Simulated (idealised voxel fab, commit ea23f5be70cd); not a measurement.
process module | voxel tone inversion
cross-section cut | 220 nm wide | cells 5 nm
A cross-section is a grid of square cells, given in bands from the top down. A band is one or more rows of cells.
Each band's line starts with the height of the band's top and of its bottom, in nm. Then come its materials from left to right, each with its width in nm. One material with "throughout" fills the band from edge to edge. "air" is empty space.
Height 0 is the level under which the wafer as received is all one material. The lowest band goes on downwards, as in "0 down".
A width such as "30 to 40" changes by the same amount from each row of cells to the next, from the band's top row to its bottom row.
"no change" after a step means that no cell of the cross-section changed.
closed voids: empty space of 8 cells or more with no open way to the top, each as width x height at its distance from the left edge, in nm
after a step's settings: what the simulator itself notes on the step
overlay nm, on a step with a mask: how far to the right of its planned place the mask lay; to the left if negative
plan
1 op RECEIVE | material Si
2 op CONFORMAL_DEP | material SiN | thk nm 5
3 op DIRECTIONAL_DEP | material polySi | thk nm 25
4 op PATTERN | tone cover | mask id POSTS | material resist | width nm 25 | pitch nm 45 | thk nm 30 | overlay nm 0
5 op DIRECTIONAL_ETCH | etch materials polySi | depth nm 25
6 op STRIP | etch materials resist
7 op FILL_DEP | material SiO2 | thk nm 10
8 op CMP | height nm 30
9 op STRIP | etch materials polySi
10 op CONFORMAL_DEP | material TiN | thk nm 5
11 op FILL_DEP | material W | thk nm 5
12 op CMP | height nm 30
13 op CONFORMAL_DEP | material SiCN | thk nm 5
first wafer, as planned
as received, after step 1
  0 down: Si throughout
  closed voids: none
after step 2
  5 to 0: SiN throughout
  below 0: unchanged
after step 3
  30 to 5: polySi throughout
  below 5: unchanged
after step 4
  60 to 30: air 30 | resist 25 | air 20 | resist 25 | air 20 | resist 25 | air 20 | resist 25 | air 30
  below 30: unchanged
after step 5
  60 to 30: air 30 | resist 25 | air 20 | resist 25 | air 20 | resist 25 | air 20 | resist 25 | air 30
  30 to 5: air 30 | polySi 25 | air 20 | polySi 25 | air 20 | polySi 25 | air 20 | polySi 25 | air 30
  below 5: unchanged
after step 6
  30 to 5: air 30 | polySi 25 | air 20 | polySi 25 | air 20 | polySi 25 | air 20 | polySi 25 | air 30
  below 5: unchanged
after step 7
  40 to 30: SiO2 throughout
  30 to 5: SiO2 30 | polySi 25 | SiO2 20 | polySi 25 | SiO2 20 | polySi 25 | SiO2 20 | polySi 25 | SiO2 30
  below 5: unchanged
after step 8
  30 to 5: SiO2 30 | polySi 25 | SiO2 20 | polySi 25 | SiO2 20 | polySi 25 | SiO2 20 | polySi 25 | SiO2 30
  below 5: unchanged
after step 9
  30 to 5: SiO2 30 | air 25 | SiO2 20 | air 25 | SiO2 20 | air 25 | SiO2 20 | air 25 | SiO2 30
  below 5: unchanged
after step 10
  35 to 30: TiN 35 | air 15 | TiN 30 | air 15 | TiN 30 | air 15 | TiN 30 | air 15 | TiN 35
  30 to 10: SiO2 30 | TiN 5 | air 15 | TiN 5 | SiO2 20 | TiN 5 | air 15 | TiN 5 | SiO2 20 | TiN 5 | air 15 | TiN 5 | SiO2 20 | TiN 5 | air 15 | TiN 5 | SiO2 30
  10 to 5: SiO2 30 | TiN 25 | SiO2 20 | TiN 25 | SiO2 20 | TiN 25 | SiO2 20 | TiN 25 | SiO2 30
  below 5: unchanged
after step 11
  40 to 35: W throughout
  35 to 30: TiN 35 | W 15 | TiN 30 | W 15 | TiN 30 | W 15 | TiN 30 | W 15 | TiN 35
  30 to 10: SiO2 30 | TiN 5 | W 15 | TiN 5 | SiO2 20 | TiN 5 | W 15 | TiN 5 | SiO2 20 | TiN 5 | W 15 | TiN 5 | SiO2 20 | TiN 5 | W 15 | TiN 5 | SiO2 30
  below 10: unchanged
after step 12
  30 to 10: SiO2 30 | TiN 5 | W 15 | TiN 5 | SiO2 20 | TiN 5 | W 15 | TiN 5 | SiO2 20 | TiN 5 | W 15 | TiN 5 | SiO2 20 | TiN 5 | W 15 | TiN 5 | SiO2 30
  below 10: unchanged
after step 13
  35 to 30: SiCN throughout
  below 30: unchanged
second wafer: like start, like plan, one mistake. Through step 3 it matches the first wafer
when step 4 should have ended
  60 to 30: resist 30 | air 25 | resist 20 | air 25 | resist 20 | air 25 | resist 20 | air 25 | resist 30
  below 30: unchanged
when step 5 should have ended
  60 to 30: resist 30 | air 25 | resist 20 | air 25 | resist 20 | air 25 | resist 20 | air 25 | resist 30
  30 to 5: polySi 30 | air 25 | polySi 20 | air 25 | polySi 20 | air 25 | polySi 20 | air 25 | polySi 30
  below 5: unchanged
when step 6 should have ended
  30 to 5: polySi 30 | air 25 | polySi 20 | air 25 | polySi 20 | air 25 | polySi 20 | air 25 | polySi 30
  below 5: unchanged
when step 7 should have ended
  40 to 30: SiO2 throughout
  30 to 5: polySi 30 | SiO2 25 | polySi 20 | SiO2 25 | polySi 20 | SiO2 25 | polySi 20 | SiO2 25 | polySi 30
  below 5: unchanged
when step 8 should have ended
  30 to 5: polySi 30 | SiO2 25 | polySi 20 | SiO2 25 | polySi 20 | SiO2 25 | polySi 20 | SiO2 25 | polySi 30
  below 5: unchanged
when step 9 should have ended
  30 to 5: air 30 | SiO2 25 | air 20 | SiO2 25 | air 20 | SiO2 25 | air 20 | SiO2 25 | air 30
  below 5: unchanged
when step 10 should have ended
  35 to 30: air 25 | TiN 35 | air 10 | TiN 35 | air 10 | TiN 35 | air 10 | TiN 35 | air 25
  30 to 10: air 25 | TiN 5 | SiO2 25 | TiN 5 | air 10 | TiN 5 | SiO2 25 | TiN 5 | air 10 | TiN 5 | SiO2 25 | TiN 5 | air 10 | TiN 5 | SiO2 25 | TiN 5 | air 25
  10 to 5: TiN 30 | SiO2 25 | TiN 20 | SiO2 25 | TiN 20 | SiO2 25 | TiN 20 | SiO2 25 | TiN 30
  below 5: unchanged
when step 11 should have ended
  40 to 35: W throughout
  35 to 30: W 25 | TiN 35 | W 10 | TiN 35 | W 10 | TiN 35 | W 10 | TiN 35 | W 25
  30 to 10: W 25 | TiN 5 | SiO2 25 | TiN 5 | W 10 | TiN 5 | SiO2 25 | TiN 5 | W 10 | TiN 5 | SiO2 25 | TiN 5 | W 10 | TiN 5 | SiO2 25 | TiN 5 | W 25
  below 10: unchanged
when step 12 should have ended
  30 to 10: W 25 | TiN 5 | SiO2 25 | TiN 5 | W 10 | TiN 5 | SiO2 25 | TiN 5 | W 10 | TiN 5 | SiO2 25 | TiN 5 | W 10 | TiN 5 | SiO2 25 | TiN 5 | W 25
  below 10: unchanged
when step 13 should have ended
  35 to 30: SiCN throughout
  below 30: unchanged
what went wrong: step 4 ran as: op PATTERN | tone open | mask id POSTS | material resist | width nm 25 | pitch nm 45 | thk nm 30 | overlay nm 0
at the end the second wafer has, in cells: 20 fewer of SiO2 | 4 more of TiN | 16 more of W
